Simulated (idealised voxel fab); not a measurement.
Process module, titled voxel gate over fins
Section cut is 180 nm wide and gridded with 5 nm square cells.
Heads up, the way a cross-section reads in here is a grid of square cells, handed over as bands from the top down, with every band being one or more rows of cells.
Read a band's entry like this: the first values are the height of its top and the height of its bottom in nm, and what follows is the sequence of materials from left to right, each with its width in nm. Note that "air" is empty space, and that a single material marked "everywhere" reaches across the band from edge to edge.
It should be noted that heights are counted from 0, beneath which the wafer as supplied is of one material throughout, and that the lowest band possesses no lower boundary but continues downward, as written in "0 and below".
When a width is written as two numbers, as in "30->40", the first number is the width in the top row of cells of the band and the second is the width in its bottom row, and the width changes by the same amount from each row to the next.
The designation "nothing altered", where it is given for a processing step, indicates that no cell of the cross-section was altered in the course of that step.
What "Completely enclosed voids" gives you is every empty space of 8 cells or more that is cut off from the top. Each appears as width x height at distance, with the distance taken from the left edge and width, height and distance all in nm.
Formally, on a step line, whatever follows the settings is a remark that the simulator itself makes on the step.
For masked steps, "overlay nm" on the step line gives how far right of plan the mask actually lay; a minus sign means it lay to the left.

Planned process steps:
step 1: RECEIVE: material Si
step 2: CONFORMAL_DEP: material SiN, thk nm 10
step 3: DIRECTIONAL_DEP: material aC, thk nm 10
step 4: PATTERN: tone cover, mask id FINS, material resist, width nm 15, pitch nm 40, thk nm 25, overlay nm 0
step 5: DIRECTIONAL_ETCH: etch materials aC, depth nm 10
step 6: STRIP: etch materials resist
step 7: DIRECTIONAL_ETCH: etch materials SiN, depth nm 10
step 8: DIRECTIONAL_ETCH: etch materials Si, depth nm 30
step 9: STRIP: etch materials aC
step 10: OXIDIZE: depth nm 5
step 11: FILL_DEP: material SiO2, thk nm 15
step 12: CMP: height nm 10
step 13: SELECTIVE_ETCH: etch materials SiO2, depth nm 25
step 14: STRIP: etch materials SiN
step 15: CONFORMAL_DEP: material HfO2, thk nm 5
step 16: CONFORMAL_DEP: material TiN, thk nm 5
step 17: FILL_DEP: material W, thk nm 10
step 18: CMP: height nm 15
step 19: CONFORMAL_DEP: material SiCN, thk nm 10

Cross-section of the wafer upon arrival, representing the state reached after step 1:
  0 and below  Si everywhere
  Completely enclosed voids: none

Post-module cross-section of the first of two wafers (run per plan):
  25 down to 15  SiCN everywhere
  15 down to 10  W everywhere
  10 down to 5  W 15 nm; TiN 25 nm; W 15 nm; TiN 25 nm; W 15 nm; TiN 25 nm; W 15 nm; TiN 25 nm; W 20 nm
  5 down to 0  W 15 nm; TiN 5 nm; HfO2 15 nm; TiN 5 nm; W 15 nm; TiN 5 nm; HfO2 15 nm; TiN 5 nm; W 15 nm; TiN 5 nm; HfO2 15 nm; TiN 5 nm; W 15 nm; TiN 5 nm; HfO2 15 nm; TiN 5 nm; W 20 nm
  0 down to -5  W 15 nm; TiN 5 nm; HfO2 5 nm; Si 5 nm; HfO2 5 nm; TiN 5 nm; W 15 nm; TiN 5 nm; HfO2 5 nm; Si 5 nm; HfO2 5 nm; TiN 5 nm; W 15 nm; TiN 5 nm; HfO2 5 nm; Si 5 nm; HfO2 5 nm; TiN 5 nm; W 15 nm; TiN 5 nm; HfO2 5 nm; Si 5 nm; HfO2 5 nm; TiN 5 nm; W 20 nm
  -5 down to -10  TiN 20 nm; HfO2 5 nm; Si 5 nm; HfO2 5 nm; TiN 25 nm; HfO2 5 nm; Si 5 nm; HfO2 5 nm; TiN 25 nm; HfO2 5 nm; Si 5 nm; HfO2 5 nm; TiN 25 nm; HfO2 5 nm; Si 5 nm; HfO2 5 nm; TiN 25 nm
  -10 down to -15  HfO2 25 nm; Si 5 nm; HfO2 35 nm; Si 5 nm; HfO2 35 nm; Si 5 nm; HfO2 35 nm; Si 5 nm; HfO2 30 nm
  -15 down to -35  SiO2 25 nm; Si 5 nm; SiO2 35 nm; Si 5 nm; SiO2 35 nm; Si 5 nm; SiO2 35 nm; Si 5 nm; SiO2 30 nm
  -35 and below  Si everywhere
  Completely enclosed voids: none

End-of-module cross-section of the second wafer: identical starting point and process plan to the first, with one processing mistake:
  25 down to 15  SiCN everywhere
  15 down to 5  W 5 nm; TiN 165 nm; W 10 nm
  5 down to 0  TiN 20 nm; HfO2 15 nm; TiN 25 nm; HfO2 15 nm; TiN 25 nm; HfO2 15 nm; TiN 25 nm; HfO2 15 nm; TiN 25 nm
  0 down to -10  TiN 20 nm; HfO2 5 nm; Si 5 nm; HfO2 5 nm; TiN 25 nm; HfO2 5 nm; Si 5 nm; HfO2 5 nm; TiN 25 nm; HfO2 5 nm; Si 5 nm; HfO2 5 nm; TiN 25 nm; HfO2 5 nm; Si 5 nm; HfO2 5 nm; TiN 25 nm
  -10 down to -15  HfO2 25 nm; Si 5 nm; HfO2 35 nm; Si 5 nm; HfO2 35 nm; Si 5 nm; HfO2 35 nm; Si 5 nm; HfO2 30 nm
  -15 down to -35  SiO2 25 nm; Si 5 nm; SiO2 35 nm; Si 5 nm; SiO2 35 nm; Si 5 nm; SiO2 35 nm; Si 5 nm; SiO2 30 nm
  -35 and below  Si everywhere
  Completely enclosed voids: none
Heads up, the wafer didn't run the way we planned it: contrary to plan, step 16 was performed as CONFORMAL_DEP: material TiN, thk nm 15
Cell-count delta at end, second wafer over first, by material: TiN +78 | W -78
